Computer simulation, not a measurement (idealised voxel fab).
This is a process module. Its name is voxel capacitor over wiring.
It is cross-section cut that appears here, measuring 290 nm in width, its square cells being 5 nm in size.
When this document writes out a cross-section, it uses a grid of square cells and lists it as bands, beginning at the top and moving down, with a band standing for one or more rows of cells.
Top height, bottom height, nm. Materials left to right, width each, nm. Single material + "throughout" = fills band edge to edge. "air" = empty.
The level at which height equals 0 is the one under which the wafer, as it arrives, is entirely one material. No lower edge exists for the bottom band, which continues downward and is notated as in "z 0 and below".
A width given as "30->40" starts at the first number in the band's top row and ends at the second number in its bottom row, shifting by an equal amount at every step from row to row.
You'll sometimes find "remains unaltered" written for a step, and that's the way of saying that nowhere in the cross-section did a cell change during that step.
Empty spaces without an open route to the top, at least 8 cells in extent, make up the entry "Closed void register"; each is given as width x height at distance, where the distance is measured from the left edge, and all are in nm.
On each step's line, the part that comes after the settings is the simulator's own comment on the step.
The setting "overlay nm" may be written on the line of a step. When the step uses a mask, the value reports how far to the right of the planned place the mask lay, and a negative value reports that it lay to the left.

The following list gives the planned process steps:
1) RECEIVE, material Si
2) CONFORMAL_DEP, material SiO2, thk nm 10
3) CONFORMAL_DEP, material SiCN, thk nm 5
4) DIRECTIONAL_DEP, material SiO2, thk nm 25
5) PATTERN, tone open, mask id METAL_1, material resist, width nm 20, pitch nm 80, thk nm 15, overlay nm 0
6) DIRECTIONAL_ETCH, etch materials SiO2, depth nm 25
7) DIRECTIONAL_ETCH, etch materials SiCN, depth nm 5
8) STRIP, etch materials resist
9) CONFORMAL_DEP, material TiN, thk nm 5
10) FILL_DEP, material Cu, thk nm 10
11) CMP, height nm 40
12) CONFORMAL_DEP, material SiCN, thk nm 5
13) DIRECTIONAL_DEP, material lowk, thk nm 15
14) MASKED_ETCH, tone open, mask id PLUG_1, width nm 15, etch materials lowk, depth nm 15, overlay nm 0
15) MASKED_ETCH, tone open, mask id PLUG_1, width nm 15, etch materials SiCN, depth nm 5, overlay nm 0
16) CONFORMAL_DEP, material TiN, thk nm 5
17) FILL_DEP, material Cu, thk nm 10
18) CMP, height nm 60
19) DIRECTIONAL_DEP, material TiN, thk nm 10
20) DIRECTIONAL_DEP, material Al2O3, thk nm 5
21) DIRECTIONAL_DEP, material TiN, thk nm 5
22) DIRECTIONAL_DEP, material aC, thk nm 15
23) PATTERN, tone cover, mask id UPPER_PLATE, material resist, width nm 65, thk nm 35, overlay nm 0
24) DIRECTIONAL_ETCH, etch materials aC, depth nm 15
25) STRIP, etch materials resist
26) DIRECTIONAL_ETCH, etch materials TiN, depth nm 5
27) DIRECTIONAL_ETCH, etch materials Al2O3, depth nm 5
28) STRIP, etch materials aC
29) PATTERN, tone cover, mask id LOWER_PLATE, material resist, width nm 75, thk nm 20, overlay nm 0
30) DIRECTIONAL_ETCH, etch materials TiN, depth nm 10
31) STRIP, etch materials resist
32) FILL_DEP, material SiO2, thk nm 15
33) CMP, height nm 90
34) DIRECTIONAL_DEP, material aC, thk nm 10
35) PATTERN, tone open, mask id PLUG_2, material resist, width nm 15, thk nm 25, overlay nm 0
36) DIRECTIONAL_ETCH, etch materials aC, depth nm 10
37) STRIP, etch materials resist
38) DIRECTIONAL_ETCH, etch materials SiO2, depth nm 10
39) STRIP, etch materials aC
40) CONFORMAL_DEP, material TiN, thk nm 5
41) FILL_DEP, material Ru, thk nm 5
42) CMP, height nm 90
43) CONFORMAL_DEP, material SiN, thk nm 5

Of two wafers, the first: run according to plan:

The cross-section here shows the wafer as received, i.e. in its state after step 1:
> z 0 and below = Si throughout
> Closed void register: none

How the wafer stands in section after step 2:
> z 10 to 0 = SiO2 throughout
> below 0: unchanged

How the wafer stands in section after step 3:
> z 15 to 10 = SiCN throughout
> below 10: unchanged

How the wafer stands in section after step 4:
> z 40 to 15 = SiO2 throughout
> below 15: unchanged

How the wafer stands in section after step 5:
> z 55 to 40 = resist=95 / air=20 / resist=60 / air=20 / resist=95
> below 40: unchanged

How the wafer stands in section after step 6:
> z 55 to 40 = resist=95 / air=20 / resist=60 / air=20 / resist=95
> z 40 to 15 = SiO2=95 / air=20 / SiO2=60 / air=20 / SiO2=95
> below 15: unchanged

How the wafer stands in section after step 7:
> z 55 to 40 = resist=95 / air=20 / resist=60 / air=20 / resist=95
> z 40 to 15 = SiO2=95 / air=20 / SiO2=60 / air=20 / SiO2=95
> z 15 to 10 = SiCN=95 / air=20 / SiCN=60 / air=20 / SiCN=95
> below 10: unchanged

How the wafer stands in section after step 8:
> z 40 to 15 = SiO2=95 / air=20 / SiO2=60 / air=20 / SiO2=95
> below 15: unchanged

How the wafer stands in section after step 9:
> z 45 to 40 = TiN=100 / air=10 / TiN=70 / air=10 / TiN=100
> z 40 to 15 = SiO2=95 / TiN=5 / air=10 / TiN=5 / SiO2=60 / TiN=5 / air=10 / TiN=5 / SiO2=95
> z 15 to 10 = SiCN=95 / TiN=20 / SiCN=60 / TiN=20 / SiCN=95
> below 10: unchanged

How the wafer stands in section after step 10:
> z 55 to 45 = Cu throughout
> z 45 to 40 = TiN=100 / Cu=10 / TiN=70 / Cu=10 / TiN=100
> z 40 to 15 = SiO2=95 / TiN=5 / Cu=10 / TiN=5 / SiO2=60 / TiN=5 / Cu=10 / TiN=5 / SiO2=95
> below 15: unchanged

How the wafer stands in section after step 11:
> z 40 to 15 = SiO2=95 / TiN=5 / Cu=10 / TiN=5 / SiO2=60 / TiN=5 / Cu=10 / TiN=5 / SiO2=95
> below 15: unchanged

How the wafer stands in section after step 12:
> z 45 to 40 = SiCN throughout
> below 40: unchanged

How the wafer stands in section after step 13:
> z 60 to 45 = lowk throughout
> below 45: unchanged

How the wafer stands in section after step 14:
> z 60 to 45 = lowk=100 / air=15 / lowk=175
> below 45: unchanged

How the wafer stands in section after step 15:
> z 60 to 45 = lowk=100 / air=15 / lowk=175
> z 45 to 40 = SiCN=100 / air=15 / SiCN=175
> below 40: unchanged

How the wafer stands in section after step 16:
> z 65 to 60 = TiN=105 / air=5 / TiN=180
> z 60 to 45 = lowk=100 / TiN=5 / air=5 / TiN=5 / lowk=175
> z 45 to 40 = SiCN=100 / TiN=15 / SiCN=175
> below 40: unchanged

How the wafer stands in section after step 17:
> z 75 to 65 = Cu throughout
> z 65 to 60 = TiN=105 / Cu=5 / TiN=180
> z 60 to 45 = lowk=100 / TiN=5 / Cu=5 / TiN=5 / lowk=175
> below 45: unchanged

How the wafer stands in section after step 18:
> z 60 to 45 = lowk=100 / TiN=5 / Cu=5 / TiN=5 / lowk=175
> below 45: unchanged

How the wafer stands in section after step 19:
> z 70 to 60 = TiN throughout
> below 60: unchanged

How the wafer stands in section after step 20:
> z 75 to 70 = Al2O3 throughout
> below 70: unchanged

How the wafer stands in section after step 21:
> z 80 to 75 = TiN throughout
> below 75: unchanged

How the wafer stands in section after step 22:
> z 95 to 80 = aC throughout
> below 80: unchanged

How the wafer stands in section after step 23:
> z 130 to 95 = air=100 / resist=65 / air=125
> below 95: unchanged

How the wafer stands in section after step 24:
> z 115 to 95 = air=100 / resist=65 / air=125
> z 95 to 80 = air=100 / aC=65 / air=125
> below 80: unchanged

How the wafer stands in section after step 25:
> z 95 to 80 = air=100 / aC=65 / air=125
> below 80: unchanged

How the wafer stands in section after step 26:
> z 95 to 80 = air=100 / aC=65 / air=125
> z 80 to 75 = air=100 / TiN=65 / air=125
> below 75: unchanged

How the wafer stands in section after step 27:
> z 95 to 80 = air=100 / aC=65 / air=125
> z 80 to 75 = air=100 / TiN=65 / air=125
> z 75 to 70 = air=100 / Al2O3=65 / air=125
> below 70: unchanged

How the wafer stands in section after step 28:
> z 80 to 75 = air=100 / TiN=65 / air=125
> below 75: unchanged

How the wafer stands in section after step 29:
> z 100 to 80 = air=95 / resist=75 / air=120
> z 80 to 75 = air=95 / resist=5 / TiN=65 / resist=5 / air=120
> z 75 to 70 = air=95 / resist=5 / Al2O3=65 / resist=5 / air=120
> below 70: unchanged

How the wafer stands in section after step 30:
> z 100 to 80 = air=95 / resist=75 / air=120
> z 80 to 75 = air=95 / resist=5 / TiN=65 / resist=5 / air=120
> z 75 to 70 = air=95 / resist=5 / Al2O3=65 / resist=5 / air=120
> z 70 to 60 = air=95 / TiN=75 / air=120
> below 60: unchanged

How the wafer stands in section after step 31:
> z 80 to 75 = air=100 / TiN=65 / air=125
> z 75 to 70 = air=100 / Al2O3=65 / air=125
> below 70: unchanged

How the wafer stands in section after step 32:
> z 95 to 80 = SiO2 throughout
> z 80 to 75 = SiO2=100 / TiN=65 / SiO2=125
> z 75 to 70 = SiO2=100 / Al2O3=65 / SiO2=125
> z 70 to 60 = SiO2=95 / TiN=75 / SiO2=120
> below 60: unchanged

How the wafer stands in section after step 33:
> z 90 to 80 = SiO2 throughout
> below 80: unchanged

How the wafer stands in section after step 34:
> z 100 to 90 = aC throughout
> below 90: unchanged

How the wafer stands in section after step 35:
> z 125 to 100 = resist=110 / air=15 / resist=165
> below 100: unchanged

How the wafer stands in section after step 36:
> z 115 to 100 = resist=110 / air=15 / resist=165
> z 100 to 90 = aC=110 / air=15 / aC=165
> below 90: unchanged

How the wafer stands in section after step 37:
> z 100 to 90 = aC=110 / air=15 / aC=165
> below 90: unchanged

How the wafer stands in section after step 38:
> z 100 to 90 = aC=110 / air=15 / aC=165
> z 90 to 80 = SiO2=110 / air=15 / SiO2=165
> below 80: unchanged

How the wafer stands in section after step 39:
> z 90 to 80 = SiO2=110 / air=15 / SiO2=165
> below 80: unchanged

How the wafer stands in section after step 40:
> z 95 to 90 = TiN=115 / air=5 / TiN=170
> z 90 to 85 = SiO2=110 / TiN=5 / air=5 / TiN=5 / SiO2=165
> z 85 to 75 = SiO2=110->100 / TiN=15->65 / SiO2=165->125
> below 75: unchanged

How the wafer stands in section after step 41:
> z 100 to 95 = Ru throughout
> z 95 to 90 = TiN=115 / Ru=5 / TiN=170
> z 90 to 85 = SiO2=110 / TiN=5 / Ru=5 / TiN=5 / SiO2=165
> below 85: unchanged

How the wafer stands in section after step 42:
> z 90 to 85 = SiO2=110 / TiN=5 / Ru=5 / TiN=5 / SiO2=165
> below 85: unchanged

How the wafer stands in section after step 43:
> z 95 to 90 = SiN throughout
> below 90: unchanged

For the second wafer, take the first wafer's start and plan, then add one mistake made in running it; everything through step 10, that step included, is shared with the first:

Second wafer, cut view, end of step 11 per plan: remains unaltered

Second wafer, cut view, end of step 12 per plan:
> z 60 to 55 = SiCN throughout
> below 55: unchanged

Second wafer, cut view, end of step 13 per plan:
> z 75 to 60 = lowk throughout
> below 60: unchanged

Second wafer, cut view, end of step 14 per plan:
> z 75 to 60 = lowk=100 / air=15 / lowk=175
> below 60: unchanged

Second wafer, cut view, end of step 15 per plan:
> z 75 to 60 = lowk=100 / air=15 / lowk=175
> z 60 to 55 = SiCN=100 / air=15 / SiCN=175
> below 55: unchanged

Second wafer, cut view, end of step 16 per plan:
> z 80 to 75 = TiN=105 / air=5 / TiN=180
> z 75 to 60 = lowk=100 / TiN=5 / air=5 / TiN=5 / lowk=175
> z 60 to 55 = SiCN=100 / TiN=15 / SiCN=175
> below 55: unchanged

Second wafer, cut view, end of step 17 per plan:
> z 90 to 80 = Cu throughout
> z 80 to 75 = TiN=105 / Cu=5 / TiN=180
> z 75 to 60 = lowk=100 / TiN=5 / Cu=5 / TiN=5 / lowk=175
> below 60: unchanged

Second wafer, cut view, end of step 18 per plan:
> z 60 to 55 = SiCN=100 / TiN=15 / SiCN=175
> below 55: unchanged

Second wafer, cut view, end of step 19 per plan:
> z 70 to 60 = TiN throughout
> below 60: unchanged

Second wafer, cut view, end of step 20 per plan:
> z 75 to 70 = Al2O3 throughout
> below 70: unchanged

Second wafer, cut view, end of step 21 per plan:
> z 80 to 75 = TiN throughout
> below 75: unchanged

Second wafer, cut view, end of step 22 per plan:
> z 95 to 80 = aC throughout
> below 80: unchanged

Second wafer, cut view, end of step 23 per plan:
> z 130 to 95 = air=100 / resist=65 / air=125
> below 95: unchanged

Second wafer, cut view, end of step 24 per plan:
> z 115 to 95 = air=100 / resist=65 / air=125
> z 95 to 80 = air=100 / aC=65 / air=125
> below 80: unchanged

Second wafer, cut view, end of step 25 per plan:
> z 95 to 80 = air=100 / aC=65 / air=125
> below 80: unchanged

Second wafer, cut view, end of step 26 per plan:
> z 95 to 80 = air=100 / aC=65 / air=125
> z 80 to 75 = air=100 / TiN=65 / air=125
> below 75: unchanged

Second wafer, cut view, end of step 27 per plan:
> z 95 to 80 = air=100 / aC=65 / air=125
> z 80 to 75 = air=100 / TiN=65 / air=125
> z 75 to 70 = air=100 / Al2O3=65 / air=125
> below 70: unchanged

Second wafer, cut view, end of step 28 per plan:
> z 80 to 75 = air=100 / TiN=65 / air=125
> below 75: unchanged

Second wafer, cut view, end of step 29 per plan:
> z 100 to 80 = air=95 / resist=75 / air=120
> z 80 to 75 = air=95 / resist=5 / TiN=65 / resist=5 / air=120
> z 75 to 70 = air=95 / resist=5 / Al2O3=65 / resist=5 / air=120
> below 70: unchanged

Second wafer, cut view, end of step 30 per plan:
> z 100 to 80 = air=95 / resist=75 / air=120
> z 80 to 75 = air=95 / resist=5 / TiN=65 / resist=5 / air=120
> z 75 to 70 = air=95 / resist=5 / Al2O3=65 / resist=5 / air=120
> z 70 to 60 = air=95 / TiN=75 / air=120
> below 60: unchanged

Second wafer, cut view, end of step 31 per plan:
> z 80 to 75 = air=100 / TiN=65 / air=125
> z 75 to 70 = air=100 / Al2O3=65 / air=125
> below 70: unchanged

Second wafer, cut view, end of step 32 per plan:
> z 95 to 80 = SiO2 throughout
> z 80 to 75 = SiO2=100 / TiN=65 / SiO2=125
> z 75 to 70 = SiO2=100 / Al2O3=65 / SiO2=125
> z 70 to 60 = SiO2=95 / TiN=75 / SiO2=120
> below 60: unchanged

Second wafer, cut view, end of step 33 per plan:
> z 90 to 80 = SiO2 throughout
> below 80: unchanged

Second wafer, cut view, end of step 34 per plan:
> z 100 to 90 = aC throughout
> below 90: unchanged

Second wafer, cut view, end of step 35 per plan:
> z 125 to 100 = resist=110 / air=15 / resist=165
> below 100: unchanged

Second wafer, cut view, end of step 36 per plan:
> z 115 to 100 = resist=110 / air=15 / resist=165
> z 100 to 90 = aC=110 / air=15 / aC=165
> below 90: unchanged

Second wafer, cut view, end of step 37 per plan:
> z 100 to 90 = aC=110 / air=15 / aC=165
> below 90: unchanged

Second wafer, cut view, end of step 38 per plan:
> z 100 to 90 = aC=110 / air=15 / aC=165
> z 90 to 80 = SiO2=110 / air=15 / SiO2=165
> below 80: unchanged

Second wafer, cut view, end of step 39 per plan:
> z 90 to 80 = SiO2=110 / air=15 / SiO2=165
> below 80: unchanged

Second wafer, cut view, end of step 40 per plan:
> z 95 to 90 = TiN=115 / air=5 / TiN=170
> z 90 to 85 = SiO2=110 / TiN=5 / air=5 / TiN=5 / SiO2=165
> z 85 to 75 = SiO2=110->100 / TiN=15->65 / SiO2=165->125
> below 75: unchanged

Second wafer, cut view, end of step 41 per plan:
> z 100 to 95 = Ru throughout
> z 95 to 90 = TiN=115 / Ru=5 / TiN=170
> z 90 to 85 = SiO2=110 / TiN=5 / Ru=5 / TiN=5 / SiO2=165
> below 85: unchanged

Second wafer, cut view, end of step 42 per plan:
> z 90 to 85 = SiO2=110 / TiN=5 / Ru=5 / TiN=5 / SiO2=165
> below 85: unchanged

Second wafer, cut view, end of step 43 per plan:
> z 95 to 90 = SiN throughout
> below 90: unchanged
Deviation from plan: step 11 of the plan got skipped, so it never ran
Count the cells at the end and the second wafer has more or fewer of some materials than the first: 117 more of Cu; 48 more of TiN; 165 fewer of lowk
